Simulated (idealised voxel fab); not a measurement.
process module | voxel transistor to metal
cross-section cut | 140 nm wide | cells 5 nm
A cross-section is a grid of square cells, given in bands from the top down. A band is one or more rows of cells.
Each band's line starts with the height of the band's top and of its bottom, in nm. Then come its materials from left to right, each with its width in nm. One material with "throughout" fills the band from edge to edge. "air" is empty space.
Height 0 is the level under which the wafer as received is all one material. The lowest band goes on downwards, as in "0 down".
A width such as "30 to 40" changes by the same amount from each row of cells to the next, from the band's top row to its bottom row.
"no change" after a step means that no cell of the cross-section changed.
closed voids: empty space of 8 cells or more with no open way to the top, each as width x height at its distance from the left edge, in nm
after a step's settings: what the simulator itself notes on the step
overlay nm, on a step with a mask: how far to the right of its planned place the mask lay; to the left if negative
plan
1 op RECEIVE | material Si
2 op CONFORMAL_DEP | material SiO2 | thk nm 5
3 op CONFORMAL_DEP | material SiN | thk nm 15
4 op PATTERN | tone cover | mask id ACTIVE | material resist | width nm 105 | thk nm 20 | overlay nm 0
5 op DIRECTIONAL_ETCH | etch materials SiN | depth nm 15
6 op DIRECTIONAL_ETCH | etch materials SiO2 | depth nm 5
7 op DIRECTIONAL_ETCH | etch materials Si | depth nm 30
8 op STRIP | etch materials resist
9 op FILL_DEP | material SiO2 | thk nm 5
10 op CMP | height nm 20
11 op SELECTIVE_ETCH | etch materials SiO2 | depth nm 5
12 op STRIP | etch materials SiN
13 op SELECTIVE_ETCH | etch materials SiO2 | depth nm 5
14 op OXIDIZE | depth nm 5
15 op DIRECTIONAL_DEP | material polySi | thk nm 25
16 op DIRECTIONAL_DEP | material SiCN | thk nm 10
17 op DIRECTIONAL_DEP | material aC | thk nm 15
18 op PATTERN | tone cover | mask id GATE | material resist | width nm 15 | thk nm 30 | overlay nm 0
19 op DIRECTIONAL_ETCH | etch materials aC | depth nm 15
20 op STRIP | etch materials resist
21 op DIRECTIONAL_ETCH | etch materials SiCN | depth nm 20
22 op DIRECTIONAL_ETCH | etch materials polySi | depth nm 35
23 op STRIP | etch materials aC
24 op CONFORMAL_DEP | material SiN | thk nm 10
25 op DIRECTIONAL_ETCH | etch materials SiN | depth nm 10
26 op DIRECTIONAL_ETCH | etch materials SiO2 | depth nm 5
27 op EPI | material pSi | thk nm 5
28 op FILL_DEP | material SiO2 | thk nm 5
29 op CMP | height nm 25
30 op DIRECTIONAL_DEP | material SiO2 | thk nm 10
31 op DIRECTIONAL_DEP | material aC | thk nm 15
32 op PATTERN | tone open | mask id CONTACT | material resist | width nm 20 | pitch nm 65 | thk nm 30 | overlay nm 0
33 op DIRECTIONAL_ETCH | etch materials aC | depth nm 15
34 op STRIP | etch materials resist
35 op DIRECTIONAL_ETCH | etch materials SiO2 | depth nm 45
36 op STRIP | etch materials aC
37 op CONFORMAL_DEP | material TiN | thk nm 5
38 op FILL_DEP | material W | thk nm 5
39 op CMP | height nm 45
40 op DIRECTIONAL_DEP | material TiN | thk nm 5
41 op DIRECTIONAL_DEP | material W | thk nm 20
42 op MASKED_ETCH | tone cover | mask id METAL_1 | width nm 20 | pitch nm 65 | etch materials W | depth nm 20 | overlay nm 0
43 op MASKED_ETCH | tone cover | mask id METAL_1 | width nm 20 | pitch nm 65 | etch materials TiN | depth nm 5 | overlay nm 0
44 op CONFORMAL_DEP | material SiCN | thk nm 5
45 op FILL_DEP | material SiO2 | thk nm 10
46 op CMP | height nm 70
47 op CONFORMAL_DEP | material SiCN | thk nm 5
varied across the wafers: height nm of step 29. The plan shows the first wafer's value. All wafers start alike
first wafer as received, after step 1
  0 down: Si throughout
  closed voids: none
each wafer at the end: cells of each material gained (+) or lost (-) since it was received, then its closed voids
height nm 25 | -63 Si | +64 SiCN | +28 SiN | +212 SiO2 | +64 TiN | +88 W | +12 pSi | +15 polySi | closed voids: none
height nm 30 | -63 Si | +67 SiCN | +32 SiN | +225 SiO2 | +68 TiN | +64 W | +12 pSi | +15 polySi | closed voids: none
height nm 35 | -63 Si | +70 SiCN | +36 SiN | +238 SiO2 | +48 TiN | +64 W | +12 pSi | +15 polySi | closed voids: none
height nm 40 | -63 Si | +70 SiCN | +36 SiN | +246 SiO2 | +44 TiN | +60 W | +12 pSi | +15 polySi | closed voids: none
